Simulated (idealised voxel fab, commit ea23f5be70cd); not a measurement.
The name of this process module is voxel released beams.
215 nm wide, 5 nm square cells: that's cross-section cut.
The cross-sections in this document take the form of a grid made of square cells. They are written out as bands, in order from top to bottom. Each band consists of one or more rows of cells. This entry defines a band. It first specifies the height of the band's top and the height of its bottom in nm, and then specifies the band's materials from left to right, stating each material with its width in nm. The word "throughout" identifies a single material that fills the band from edge to edge, while the word "blank" identifies empty space. Note: height 0 marks the level under which the wafer is uniformly one material as received. Lowest band unbounded below, written "0 down". Width "30..40": first value at the band's top row of cells, second value at its bottom row, equal change from row to row. "no alterations made" after a step means that no cell of the cross-section changed. Heads up: "Enclosed empty spaces" only lists the empty pockets with no open path to the top that are 8 cells or more, and it writes them as width x height at distance, distance from the left edge, in nm. Heads up: the bit after the settings on a step's line is the simulator's remark on that step. What "overlay nm" on a step's line means: if the step has a mask, that mask lay this far to the right of its planned place, or, when the value is negative, to the left.
Process steps (planned)
| 1 | RECEIVE [material Si] |
| 2 | CONFORMAL_DEP [material SiN] [thk nm 10] |
| 3 | DIRECTIONAL_DEP [material SiO2] [thk nm 10] |
| 4 | DIRECTIONAL_DEP [material aC] [thk nm 10] |
| 5 | PATTERN [tone open] [mask id ANCHOR] [material resist] [width nm 40] [thk nm 25] [overlay nm 0] |
| 6 | DIRECTIONAL_ETCH [etch materials aC] [depth nm 10] |
| 7 | STRIP [etch materials resist] |
| 8 | DIRECTIONAL_ETCH [etch materials SiO2] [depth nm 10] |
| 9 | STRIP [etch materials aC] |
| 10 | CONFORMAL_DEP [material polySi] [thk nm 15] |
| 11 | MASKED_ETCH [tone cover] [mask id BEAM] [width nm 100] [etch materials polySi] [depth nm 15] [overlay nm 0] |
| 12 | STRIP [etch materials SiO2] |
Incoming wafer, cross-sectional view, post step 1
    0 down | Si throughout
    Enclosed empty spaces: none
Starting structure and process plan are as shown above, but one mistake was made in running the module; the wafer cross-section at the end of the module follows
    35 to 25 | blank=45  polySi=30  blank=10  polySi=60  blank=70
    25 to 20 | blank=45  polySi=100  blank=70
    20 to 10 | blank=60  polySi=40  blank=115
    10 to 0 | SiN throughout
    0 down | Si throughout
    Enclosed empty spaces: none
Misprocessing identified: step 11 changed vs plan, executed as MASKED_ETCH [tone cover] [mask id BEAM] [width nm 100] [etch materials polySi] [depth nm 15] [overlay nm -10]
